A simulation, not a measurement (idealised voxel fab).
Documented hereafter: the process module known as voxel self aligned contacts.
This is section cut - it's 175 nm across, gridded in 5 nm square cells.
Throughout this document, each cross-section is represented as a grid of square cells and is presented as a sequence of bands enumerated from the top downward, where a band comprises one or more rows of cells. Top, bottom (nm), then materials left to right with widths (nm); lone material tagged "everywhere" fills the whole band edge to edge; "empty" = empty space. Counting heights begins at 0, where everything beneath is, in the wafer as received, one material. The lowest band has no bottom; it goes on downwards, as "0 nm and below" shows. Graded width ("30..40"): value in top row of band = first number; value in bottom row = second number; row-to-row change constant. For the purposes of this document, the phrase "everything unchanged" attached to a step denotes that no cell within the cross-section was modified by that step. "Sealed voids" specifies each empty space that is not open to the top and that occupies no fewer than 8 cells, using the form width x height at distance, the distance measured from the left edge and all three quantities in nm. Read whatever lies past the settings on a step's line as the simulator's own remark about the step. overlay nm: on a step with a mask, how far right of its planned place the mask lay; negative means left.

[Steps planned for the process]
1. RECEIVE | material Si
2. CONFORMAL_DEP | material SiO2 | thk nm 5
3. DIRECTIONAL_DEP | material polySi | thk nm 25
4. DIRECTIONAL_DEP | material SiN | thk nm 15
5. DIRECTIONAL_DEP | material aC | thk nm 10
6. PATTERN | tone cover | mask id GATE | material resist | width nm 25 | pitch nm 60 | thk nm 25 | overlay nm 0
7. DIRECTIONAL_ETCH | etch materials aC | depth nm 10
8. STRIP | etch materials resist
9. DIRECTIONAL_ETCH | etch materials SiN | depth nm 15
10. DIRECTIONAL_ETCH | etch materials polySi | depth nm 25
11. STRIP | etch materials aC
12. CONFORMAL_DEP | material SiN | thk nm 5
13. DIRECTIONAL_ETCH | etch materials SiN | depth nm 5
14. FILL_DEP | material SiO2 | thk nm 15
15. CMP | height nm 50
16. MASKED_ETCH | tone open | mask id CONTACT | width nm 45 | etch materials SiO2 | depth nm 50 | overlay nm 0
17. CONFORMAL_DEP | material TiN | thk nm 5
18. FILL_DEP | material W | thk nm 5
19. CMP | height nm 50
20. CONFORMAL_DEP | material SiCN | thk nm 5

[So this is the incoming wafer in cross-section - it's already been through step 1]
  0 nm and below | Si everywhere
  Sealed voids: none

[Starting structure and process plan are as shown above, but one mistake was made in running the module; the wafer cross-section at the end of the module follows]
  55 nm to 50 nm | SiCN everywhere
  50 nm to 40 nm | SiO2 65 nm, then TiN 5..15 nm, then W 35..15 nm, then TiN 5..15 nm, then SiO2 65 nm
  40 nm to 25 nm | SiO2 40 nm, then SiN 35 nm, then TiN 5 nm, then W 15 nm, then TiN 5 nm, then SiN 35 nm, then SiO2 40 nm
  25 nm to 5 nm | SiO2 40 nm, then SiN 5 nm, then polySi 25 nm, then SiN 5 nm, then TiN 5 nm, then W 15 nm, then TiN 5 nm, then SiN 5 nm, then polySi 25 nm, then SiN 5 nm, then SiO2 40 nm
  5 nm to 0 nm | SiO2 75 nm, then TiN 25 nm, then SiO2 75 nm
  0 nm and below | Si everywhere
  Sealed voids: none
Misprocessing identified: step 3 was not run as planned; what actually ran was DIRECTIONAL_DEP | material polySi | thk nm 20
